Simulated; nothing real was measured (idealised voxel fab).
process module | voxel capacitor over wiring
cross-section cut | 295 nm wide | cells 5 nm
A cross-section is a grid of square cells, given in bands from the top down. A band is one or more rows of cells.
Each band's line starts with the height of the band's top and of its bottom, in nm. Then come its materials from left to right, each with its width in nm. One material with "throughout" fills the band from edge to edge. "air" is empty space.
Height 0 is the level under which the wafer as received is all one material. The lowest band goes on downwards, as in "0 down".
A width such as "30 to 40" changes by the same amount from each row of cells to the next, from the band's top row to its bottom row.
"no change" after a step means that no cell of the cross-section changed.
closed voids: empty space of 8 cells or more with no open way to the top, each as width x height at its distance from the left edge, in nm
after a step's settings: what the simulator itself notes on the step
overlay nm, on a step with a mask: how far to the right of its planned place the mask lay; to the left if negative
plan
1 op RECEIVE | material Si
2 op CONFORMAL_DEP | material SiO2 | thk nm 10
3 op DIRECTIONAL_DEP | material TiN | thk nm 5
4 op DIRECTIONAL_DEP | material W | thk nm 25
5 op MASKED_ETCH | tone cover | mask id METAL_1 | width nm 20 | pitch nm 80 | etch materials W | depth nm 25 | overlay nm 0
6 op MASKED_ETCH | tone cover | mask id METAL_1 | width nm 20 | pitch nm 80 | etch materials TiN | depth nm 5 | overlay nm 0
7 op FILL_DEP | material SiO2 | thk nm 5
8 op CMP | height nm 40
9 op CONFORMAL_DEP | material SiCN | thk nm 5
10 op DIRECTIONAL_DEP | material SiO2 | thk nm 15
11 op DIRECTIONAL_DEP | material aC | thk nm 10
12 op PATTERN | tone open | mask id PLUG_1 | material resist | width nm 15 | thk nm 25 | overlay nm 0
13 op DIRECTIONAL_ETCH | etch materials aC | depth nm 10
14 op STRIP | etch materials resist
15 op DIRECTIONAL_ETCH | etch materials SiO2 | depth nm 15
16 op DIRECTIONAL_ETCH | etch materials SiCN | depth nm 5
17 op STRIP | etch materials aC
18 op EPI | material Ru | thk nm 10
19 op EPI | material Ru | thk nm 10
20 op DIRECTIONAL_DEP | material TiN | thk nm 5
21 op DIRECTIONAL_DEP | material Al2O3 | thk nm 5
22 op DIRECTIONAL_DEP | material TiN | thk nm 10
23 op MASKED_ETCH | tone cover | mask id UPPER_PLATE | width nm 65 | etch materials TiN | depth nm 10 | overlay nm 0
24 op MASKED_ETCH | tone cover | mask id UPPER_PLATE | width nm 65 | etch materials Al2O3 | depth nm 5 | overlay nm 0
25 op PATTERN | tone cover | mask id LOWER_PLATE | material resist | width nm 75 | thk nm 15 | overlay nm 0
26 op DIRECTIONAL_ETCH | etch materials TiN | depth nm 5
27 op STRIP | etch materials resist
28 op FILL_DEP | material SiO2 | thk nm 20
29 op CMP | height nm 95
30 op DIRECTIONAL_DEP | material aC | thk nm 15
31 op PATTERN | tone open | mask id PLUG_2 | material resist | width nm 15 | thk nm 30 | overlay nm 0
32 op DIRECTIONAL_ETCH | etch materials aC | depth nm 15
33 op STRIP | etch materials resist
34 op DIRECTIONAL_ETCH | etch materials SiO2 | depth nm 15
35 op STRIP | etch materials aC
36 op CONFORMAL_DEP | material TiN | thk nm 5
37 op FILL_DEP | material Ru | thk nm 5
38 op CMP | height nm 95
39 op CONFORMAL_DEP | material SiCN | thk nm 5
as received, after step 1
  0 down: Si throughout
  closed voids: none
a wafer at the end: this start, this plan, one mistake
  100 to 95: SiCN throughout
  95 to 85: SiO2 110 | TiN 5 | Ru 5 | TiN 5 | SiO2 170
  85 to 80: SiO2 110 | TiN 15 | SiO2 170
  80 to 70: SiO2 100 | TiN 65 | SiO2 130
  70 to 65: SiO2 100 | Al2O3 65 | SiO2 130
  65 to 60: SiO2 100 | TiN 65 | SiO2 130
  60 to 45: SiO2 100 | Ru 15 | SiO2 180
  45 to 40: SiCN 100 | Ru 15 | SiCN 180
  40 to 15: SiO2 95 | W 20 | SiO2 60 | W 20 | SiO2 100
  15 to 10: SiO2 95 | TiN 20 | SiO2 60 | TiN 20 | SiO2 100
  10 to 0: SiO2 throughout
  0 down: Si throughout
  closed voids: none
what went wrong: step 25 ran as: op PATTERN | tone cover | mask id LOWER_PLATE | material resist | width nm 65 | thk nm 15 | overlay nm 0
